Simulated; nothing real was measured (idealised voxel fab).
process module | voxel wiring stack
cross-section cut | 260 nm wide | cells 5 nm
A cross-section is a grid of square cells, given in bands from the top down. A band is one or more rows of cells.
Each band's line starts with the height of the band's top and of its bottom, in nm. Then come its materials from left to right, each with its width in nm. One material with "throughout" fills the band from edge to edge. "air" is empty space.
Height 0 is the level under which the wafer as received is all one material. The lowest band goes on downwards, as in "0 down".
A width such as "30 to 40" changes by the same amount from each row of cells to the next, from the band's top row to its bottom row.
"no change" after a step means that no cell of the cross-section changed.
closed voids: empty space of 8 cells or more with no open way to the top, each as width x height at its distance from the left edge, in nm
after a step's settings: what the simulator itself notes on the step
overlay nm, on a step with a mask: how far to the right of its planned place the mask lay; to the left if negative
plan
1 op RECEIVE | material Si
2 op CONFORMAL_DEP | material SiO2 | thk nm 10
3 op CONFORMAL_DEP | material SiN | thk nm 5
4 op DIRECTIONAL_DEP | material lowk | thk nm 20
5 op PATTERN | tone open | mask id METAL_1 | material resist | width nm 20 | pitch nm 40 | thk nm 15 | overlay nm 0
6 op DIRECTIONAL_ETCH | etch materials lowk | depth nm 20
7 op DIRECTIONAL_ETCH | etch materials SiN | depth nm 5
8 op STRIP | etch materials resist
9 op CONFORMAL_DEP | material TiN | thk nm 5
10 op FILL_DEP | material Cu | thk nm 10
11 op CMP | height nm 35
12 op EPI | material Ru | thk nm 5
13 op FILL_DEP | material SiCN | thk nm 5
14 op DIRECTIONAL_DEP | material SiO2 | thk nm 15
15 op MASKED_ETCH | tone open | mask id PLUG_1 | width nm 15 | pitch nm 40 | etch materials SiO2 | depth nm 15 | overlay nm 0
16 op MASKED_ETCH | tone open | mask id PLUG_1 | width nm 15 | pitch nm 40 | etch materials SiCN | depth nm 5 | overlay nm 0
17 op EPI | material Ru | thk nm 10
18 op EPI | material Ru | thk nm 10
19 op CONFORMAL_DEP | material SiN | thk nm 5
20 op DIRECTIONAL_DEP | material SiO2 | thk nm 25
21 op PATTERN | tone open | mask id METAL_2 | material resist | width nm 20 | pitch nm 40 | thk nm 15 | overlay nm 0
22 op DIRECTIONAL_ETCH | etch materials SiO2 | depth nm 25
23 op DIRECTIONAL_ETCH | etch materials SiN | depth nm 5
24 op STRIP | etch materials resist
25 op CONFORMAL_DEP | material TiN | thk nm 5
26 op FILL_DEP | material W | thk nm 5
27 op CMP | height nm 90
28 op EPI | material Ru | thk nm 5
29 op FILL_DEP | material SiCN | thk nm 5
30 op DIRECTIONAL_DEP | material lowk | thk nm 35
31 op MASKED_ETCH | tone open | mask id METAL_3 | width nm 20 | pitch nm 40 | etch materials lowk | depth nm 20 | overlay nm -15
32 op DIRECTIONAL_DEP | material aC | thk nm 15
33 op PATTERN | tone open | mask id METAL_3_HOLES | material resist | width nm 15 | pitch nm 80 | thk nm 35 | overlay nm 0
34 op DIRECTIONAL_ETCH | etch materials aC | depth nm 15
35 op STRIP | etch materials resist
36 op DIRECTIONAL_ETCH | etch materials lowk | depth nm 15
37 op DIRECTIONAL_ETCH | etch materials SiCN | depth nm 5
38 op STRIP | etch materials aC
39 op CONFORMAL_DEP | material TiN | thk nm 5
40 op FILL_DEP | material Ru | thk nm 10
41 op CMP | height nm 135
42 op CONFORMAL_DEP | material SiCN | thk nm 5
varied across the wafers: overlay nm of step 31. The plan shows the first wafer's value. All wafers start alike
first wafer as received, after step 1
  0 down: Si throughout
  closed voids: none
first wafer at the end, after step 42
  140 to 135: SiCN throughout
  135 to 125: lowk 45 | TiN 5 | Ru 20 | TiN 5 | lowk 10 | TiN 5 | Ru 10 | TiN 5 | lowk 20 | TiN 5 | Ru 20 | TiN 5 | lowk 10 | TiN 5 | Ru 10 | TiN 5 | lowk 75
  125 to 120: lowk 45 | TiN 5 | Ru 10 | TiN 15 | lowk 10 | TiN 5 | Ru 10 | TiN 5 | lowk 20 | TiN 5 | Ru 10 | TiN 15 | lowk 10 | TiN 5 | Ru 10 | TiN 5 | lowk 75
  120 to 115: lowk 45 | TiN 20 | lowk 20 | TiN 20 | lowk 20 | TiN 20 | lowk 20 | TiN 20 | lowk 75
  115 to 100: lowk 60 | TiN 5 | lowk 75 | TiN 5 | lowk 115
  100 to 95: SiCN 60 | TiN 5 | SiCN 75 | TiN 5 | SiCN 115
  95 to 90: SiCN 55 | Ru 30 | SiCN 10 | Ru 30 | SiCN 10 | Ru 30 | SiCN 10 | Ru 30 | SiCN 55
  90 to 65: SiO2 60 | TiN 5 | W 10 | TiN 5 | SiO2 20 | TiN 5 | W 10 | TiN 5 | SiO2 20 | TiN 5 | W 10 | TiN 5 | SiO2 20 | TiN 5 | W 10 | TiN 5 | SiO2 60
  65 to 60: SiN 60 | TiN 20 | SiN 20 | TiN 20 | SiN 20 | TiN 20 | SiN 20 | TiN 20 | SiN 60
  60 to 45: SiO2 60 | Ru 15 | SiO2 25 | Ru 15 | SiO2 25 | Ru 15 | SiO2 25 | Ru 15 | SiO2 65
  45 to 35: SiCN 60 to 55 | Ru 15 to 30 | SiCN 25 to 10 | Ru 15 to 30 | SiCN 25 to 10 | Ru 15 to 30 | SiCN 25 to 10 | Ru 15 to 30 | SiCN 65 to 55
  35 to 15: lowk 60 | TiN 5 | Cu 10 | TiN 5 | lowk 20 | TiN 5 | Cu 10 | TiN 5 | lowk 20 | TiN 5 | Cu 10 | TiN 5 | lowk 20 | TiN 5 | Cu 10 | TiN 5 | lowk 60
  15 to 10: SiN 60 | TiN 20 | SiN 20 | TiN 20 | SiN 20 | TiN 20 | SiN 20 | TiN 20 | SiN 60
  10 to 0: SiO2 throughout
  0 down: Si throughout
  closed voids: none
last wafer at the end
  140 to 135: SiCN throughout
  135 to 125: lowk 60 | TiN 5 | Ru 25 | TiN 5 | lowk 20 | TiN 5 | Ru 10 | TiN 5 | lowk 5 | TiN 5 | Ru 25 | TiN 5 | lowk 20 | TiN 5 | Ru 10 | TiN 5 | lowk 45
  125 to 120: lowk 60 | TiN 20 | Ru 10 | TiN 5 | lowk 20 | TiN 5 | Ru 10 | TiN 5 | lowk 5 | TiN 20 | Ru 10 | TiN 5 | lowk 20 | TiN 5 | Ru 10 | TiN 5 | lowk 45
  120 to 115: lowk 75 | TiN 20 | lowk 20 | TiN 20 | lowk 20 | TiN 20 | lowk 20 | TiN 20 | lowk 45
  115 to 100: lowk throughout
  100 to 95: SiCN throughout
  95 to 90: SiCN 55 | Ru 30 | SiCN 10 | Ru 30 | SiCN 10 | Ru 30 | SiCN 10 | Ru 30 | SiCN 55
  90 to 65: SiO2 60 | TiN 5 | W 10 | TiN 5 | SiO2 20 | TiN 5 | W 10 | TiN 5 | SiO2 20 | TiN 5 | W 10 | TiN 5 | SiO2 20 | TiN 5 | W 10 | TiN 5 | SiO2 60
  65 to 60: SiN 60 | TiN 20 | SiN 20 | TiN 20 | SiN 20 | TiN 20 | SiN 20 | TiN 20 | SiN 60
  60 to 45: SiO2 60 | Ru 15 | SiO2 25 | Ru 15 | SiO2 25 | Ru 15 | SiO2 25 | Ru 15 | SiO2 65
  45 to 35: SiCN 60 to 55 | Ru 15 to 30 | SiCN 25 to 10 | Ru 15 to 30 | SiCN 25 to 10 | Ru 15 to 30 | SiCN 25 to 10 | Ru 15 to 30 | SiCN 65 to 55
  35 to 15: lowk 60 | TiN 5 | Cu 10 | TiN 5 | lowk 20 | TiN 5 | Cu 10 | TiN 5 | lowk 20 | TiN 5 | Cu 10 | TiN 5 | lowk 20 | TiN 5 | Cu 10 | TiN 5 | lowk 60
  15 to 10: SiN 60 | TiN 20 | SiN 20 | TiN 20 | SiN 20 | TiN 20 | SiN 20 | TiN 20 | SiN 60
  10 to 0: SiO2 throughout
  0 down: Si throughout
  closed voids: none
each wafer at the end: cells of each material gained (+) or lost (-) since it was received, then its closed voids
overlay nm -15 | +32 Cu | +128 Ru | +198 SiCN | +72 SiN | +404 SiO2 | +156 TiN | +40 W | +426 lowk | closed voids: none
overlay nm -10 | +32 Cu | +124 Ru | +196 SiCN | +72 SiN | +404 SiO2 | +162 TiN | +40 W | +426 lowk | closed voids: none
overlay nm -5 | +32 Cu | +128 Ru | +194 SiCN | +72 SiN | +404 SiO2 | +160 TiN | +40 W | +426 lowk | closed voids: none
overlay nm 0 | +32 Cu | +128 Ru | +194 SiCN | +72 SiN | +404 SiO2 | +160 TiN | +40 W | +426 lowk | closed voids: none
overlay nm 5 | +32 Cu | +124 Ru | +196 SiCN | +72 SiN | +404 SiO2 | +162 TiN | +40 W | +426 lowk | closed voids: none
overlay nm 10 | +32 Cu | +128 Ru | +198 SiCN | +72 SiN | +404 SiO2 | +156 TiN | +40 W | +426 lowk | closed voids: none
overlay nm 15 | +32 Cu | +132 Ru | +200 SiCN | +72 SiN | +404 SiO2 | +150 TiN | +40 W | +426 lowk | closed voids: none
